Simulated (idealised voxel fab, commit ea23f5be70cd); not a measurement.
Proc. module: voxel released beams
The cross-section shown here is cut; it is 230 nm wide and divided into square cells measuring 5 nm on a side.
Cross-section, as written here: a square-cell grid given band by band from the top down, where a band holds one or more rows of cells. It is stipulated that each band's entry specify, in nanometres, the height of the top of the band and then that of its bottom, followed by the materials of the band in left-to-right sequence, each together with its width in nanometres. A single material marked by the word "everywhere" is understood to fill the band from edge to edge; the word "empty" is understood to denote empty space. Height 0 is the level under which the wafer as received is all one material. The lowest band goes on downwards, as in "0..down". The expression "30 to 40" gives the width at the extremes of the band, the first number at its top row of cells and the second at its bottom row, with the width changing by equal amounts from each row to the next in between. "nothing different" -> step changed no cross-section cell. Basically, "Cavities, sealed" tells you about the enclosed voids: empty spaces with no open way to the top, 8 cells or bigger, each written width x height at distance, where distance is from the left edge, all in nm. It should be noted that, on the line of a given step, the content following the step's settings is a remark produced by the simulator itself with respect to that step. The "overlay nm" setting may appear on a step's line; for a step that uses a mask, it gives how far to the right of its planned position the mask lay, and a negative value indicates the left.

# plan
- 1: op RECEIVE | material Si
- 2: op CONFORMAL_DEP | material SiN | thk nm 5
- 3: op DIRECTIONAL_DEP | material SiO2 | thk nm 20
- 4: op DIRECTIONAL_DEP | material aC | thk nm 10
- 5: op PATTERN | tone open | mask id ANCHOR | material resist | width nm 25 | thk nm 30 | overlay nm 0
- 6: op DIRECTIONAL_ETCH | etch materials aC | depth nm 10
- 7: op STRIP | etch materials resist
- 8: op DIRECTIONAL_ETCH | etch materials SiO2 | depth nm 20
- 9: op STRIP | etch materials aC
- 10: op CONFORMAL_DEP | material polySi | thk nm 10
- 11: op DIRECTIONAL_DEP | material aC | thk nm 15
- 12: op PATTERN | tone cover | mask id BEAM | material resist | width nm 110 | thk nm 30 | overlay nm 0
- 13: op DIRECTIONAL_ETCH | etch materials aC | depth nm 15
- 14: op STRIP | etch materials resist
- 15: op DIRECTIONAL_ETCH | etch materials polySi | depth nm 10
- 16: op STRIP | etch materials aC
- 17: op STRIP | etch materials SiO2

# as received, after step 1
0..down  Si everywhere
Cavities, sealed: none

# Starting structure and process plan are as shown above, but one mistake was made in running the module; the wafer cross-section at the end of the module follows
35..25  SiN: 70 | empty: 5 | SiN: 155
25..15  SiO2: 60 | SiN: 10 | empty: 5 | SiN: 10 | SiO2: 145
15..5  SiO2: 60 | SiN: 25 | SiO2: 145
5..0  SiN everywhere
0..down  Si everywhere
Cavities, sealed: none
Finding, execution versus plan: not per plan at step 10, really ran op CONFORMAL_DEP | material SiN | thk nm 10
